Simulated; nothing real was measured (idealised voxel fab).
process module | voxel air gaps
cross-section cut | 155 nm wide | cells 5 nm
A cross-section is a grid of square cells, given in bands from the top down. A band is one or more rows of cells.
Each band's line starts with the height of the band's top and of its bottom, in nm. Then come its materials from left to right, each with its width in nm. One material with "throughout" fills the band from edge to edge. "air" is empty space.
Height 0 is the level under which the wafer as received is all one material. The lowest band goes on downwards, as in "0 down".
A width such as "30 to 40" changes by the same amount from each row of cells to the next, from the band's top row to its bottom row.
"no change" after a step means that no cell of the cross-section changed.
closed voids: empty space of 8 cells or more with no open way to the top, each as width x height at its distance from the left edge, in nm
after a step's settings: what the simulator itself notes on the step
overlay nm, on a step with a mask: how far to the right of its planned place the mask lay; to the left if negative
plan
1 op RECEIVE | material Si
2 op CONFORMAL_DEP | material SiO2 | thk nm 15
3 op CONFORMAL_DEP | material SiN | thk nm 5
4 op DIRECTIONAL_DEP | material lowk | thk nm 35
5 op DIRECTIONAL_DEP | material aC | thk nm 10
6 op PATTERN | tone open | mask id LINES | material resist | width nm 15 | pitch nm 40 | thk nm 30 | overlay nm 0
7 op DIRECTIONAL_ETCH | etch materials aC | depth nm 10
8 op STRIP | etch materials resist
9 op DIRECTIONAL_ETCH | etch materials lowk | depth nm 35
10 op STRIP | etch materials aC
11 op CONFORMAL_DEP | material TiN | thk nm 5
12 op FILL_DEP | material Ru | thk nm 5
13 op CMP | height nm 55
14 op EPI | material Ru | thk nm 10
15 op SELECTIVE_ETCH | etch materials lowk | depth nm 45
16 op CONFORMAL_DEP | material SiN | thk nm 5
first wafer, as planned
as received, after step 1
  0 down: Si throughout
  closed voids: none
after step 2
  15 to 0: SiO2 throughout
  below 0: unchanged
after step 3
  20 to 15: SiN throughout
  below 15: unchanged
after step 4
  55 to 20: lowk throughout
  below 20: unchanged
after step 5
  65 to 55: aC throughout
  below 55: unchanged
after step 6
  95 to 65: resist 30 | air 15 | resist 25 | air 15 | resist 25 | air 15 | resist 30
  below 65: unchanged
after step 7
  85 to 65: resist 30 | air 15 | resist 25 | air 15 | resist 25 | air 15 | resist 30
  65 to 55: aC 30 | air 15 | aC 25 | air 15 | aC 25 | air 15 | aC 30
  below 55: unchanged
after step 8
  65 to 55: aC 30 | air 15 | aC 25 | air 15 | aC 25 | air 15 | aC 30
  below 55: unchanged
after step 9
  65 to 55: aC 30 | air 15 | aC 25 | air 15 | aC 25 | air 15 | aC 30
  55 to 20: lowk 30 | air 15 | lowk 25 | air 15 | lowk 25 | air 15 | lowk 30
  below 20: unchanged
after step 10
  55 to 20: lowk 30 | air 15 | lowk 25 | air 15 | lowk 25 | air 15 | lowk 30
  below 20: unchanged
after step 11
  60 to 55: TiN 35 | air 5 | TiN 35 | air 5 | TiN 35 | air 5 | TiN 35
  55 to 25: lowk 30 | TiN 5 | air 5 | TiN 5 | lowk 25 | TiN 5 | air 5 | TiN 5 | lowk 25 | TiN 5 | air 5 | TiN 5 | lowk 30
  25 to 20: lowk 30 | TiN 15 | lowk 25 | TiN 15 | lowk 25 | TiN 15 | lowk 30
  below 20: unchanged
after step 12
  65 to 60: Ru throughout
  60 to 55: TiN 35 | Ru 5 | TiN 35 | Ru 5 | TiN 35 | Ru 5 | TiN 35
  55 to 25: lowk 30 | TiN 5 | Ru 5 | TiN 5 | lowk 25 | TiN 5 | Ru 5 | TiN 5 | lowk 25 | TiN 5 | Ru 5 | TiN 5 | lowk 30
  below 25: unchanged
after step 13
  55 to 25: lowk 30 | TiN 5 | Ru 5 | TiN 5 | lowk 25 | TiN 5 | Ru 5 | TiN 5 | lowk 25 | TiN 5 | Ru 5 | TiN 5 | lowk 30
  below 25: unchanged
after step 14
  65 to 55: air 20 | Ru 35 | air 5 | Ru 35 | air 5 | Ru 35 | air 20
  below 55: unchanged
after step 15
  65 to 55: air 20 | Ru 35 | air 5 | Ru 35 | air 5 | Ru 35 | air 20
  55 to 25: air 30 | TiN 5 | Ru 5 | TiN 5 | air 25 | TiN 5 | Ru 5 | TiN 5 | air 25 | TiN 5 | Ru 5 | TiN 5 | air 30
  25 to 20: air 30 | TiN 15 | air 25 | TiN 15 | air 25 | TiN 15 | air 30
  below 20: unchanged
after step 16
  70 to 65: air 15 | SiN 125 | air 15
  65 to 55: air 15 | SiN 5 | Ru 35 | SiN 5 | Ru 35 | SiN 5 | Ru 35 | SiN 5 | air 15
  55 to 50: air 15 | SiN 15 | TiN 5 | Ru 5 | TiN 5 | SiN 25 | TiN 5 | Ru 5 | TiN 5 | SiN 25 | TiN 5 | Ru 5 | TiN 5 | SiN 15 | air 15
  50 to 25: air 25 | SiN 5 | TiN 5 | Ru 5 | TiN 5 | SiN 5 | air 15 | SiN 5 | TiN 5 | Ru 5 | TiN 5 | SiN 5 | air 15 | SiN 5 | TiN 5 | Ru 5 | TiN 5 | SiN 5 | air 25
  25 to 20: SiN 30 | TiN 15 | SiN 25 | TiN 15 | SiN 25 | TiN 15 | SiN 30
  below 20: unchanged
  closed voids: 15 x 25 at 50; 15 x 25 at 90
second wafer: like start, like plan, one mistake. Through step 2 it matches the first wafer
when step 3 should have ended: no change
when step 4 should have ended
  50 to 15: lowk throughout
  below 15: unchanged
when step 5 should have ended
  60 to 50: aC throughout
  below 50: unchanged
when step 6 should have ended
  90 to 60: resist 30 | air 15 | resist 25 | air 15 | resist 25 | air 15 | resist 30
  below 60: unchanged
when step 7 should have ended
  80 to 60: resist 30 | air 15 | resist 25 | air 15 | resist 25 | air 15 | resist 30
  60 to 50: aC 30 | air 15 | aC 25 | air 15 | aC 25 | air 15 | aC 30
  below 50: unchanged
when step 8 should have ended
  60 to 50: aC 30 | air 15 | aC 25 | air 15 | aC 25 | air 15 | aC 30
  below 50: unchanged
when step 9 should have ended
  60 to 50: aC 30 | air 15 | aC 25 | air 15 | aC 25 | air 15 | aC 30
  50 to 15: lowk 30 | air 15 | lowk 25 | air 15 | lowk 25 | air 15 | lowk 30
  below 15: unchanged
when step 10 should have ended
  50 to 15: lowk 30 | air 15 | lowk 25 | air 15 | lowk 25 | air 15 | lowk 30
  below 15: unchanged
when step 11 should have ended
  55 to 50: TiN 35 | air 5 | TiN 35 | air 5 | TiN 35 | air 5 | TiN 35
  50 to 20: lowk 30 | TiN 5 | air 5 | TiN 5 | lowk 25 | TiN 5 | air 5 | TiN 5 | lowk 25 | TiN 5 | air 5 | TiN 5 | lowk 30
  20 to 15: lowk 30 | TiN 15 | lowk 25 | TiN 15 | lowk 25 | TiN 15 | lowk 30
  below 15: unchanged
when step 12 should have ended
  60 to 55: Ru throughout
  55 to 50: TiN 35 | Ru 5 | TiN 35 | Ru 5 | TiN 35 | Ru 5 | TiN 35
  50 to 20: lowk 30 | TiN 5 | Ru 5 | TiN 5 | lowk 25 | TiN 5 | Ru 5 | TiN 5 | lowk 25 | TiN 5 | Ru 5 | TiN 5 | lowk 30
  below 20: unchanged
when step 13 should have ended
  55 to 50: TiN 35 | Ru 5 | TiN 35 | Ru 5 | TiN 35 | Ru 5 | TiN 35
  below 50: unchanged
when step 14 should have ended
  65 to 55: Ru throughout
  below 55: unchanged
when step 15 should have ended: no change
when step 16 should have ended
  70 to 65: SiN throughout
  below 65: unchanged
what went wrong: step 3 was left out
at the end the second wafer has, in cells: 23 more of Ru | 101 fewer of SiN | 28 more of TiN | 154 more of lowk
closed voids at the end (first wafer, second wafer): 2, 0
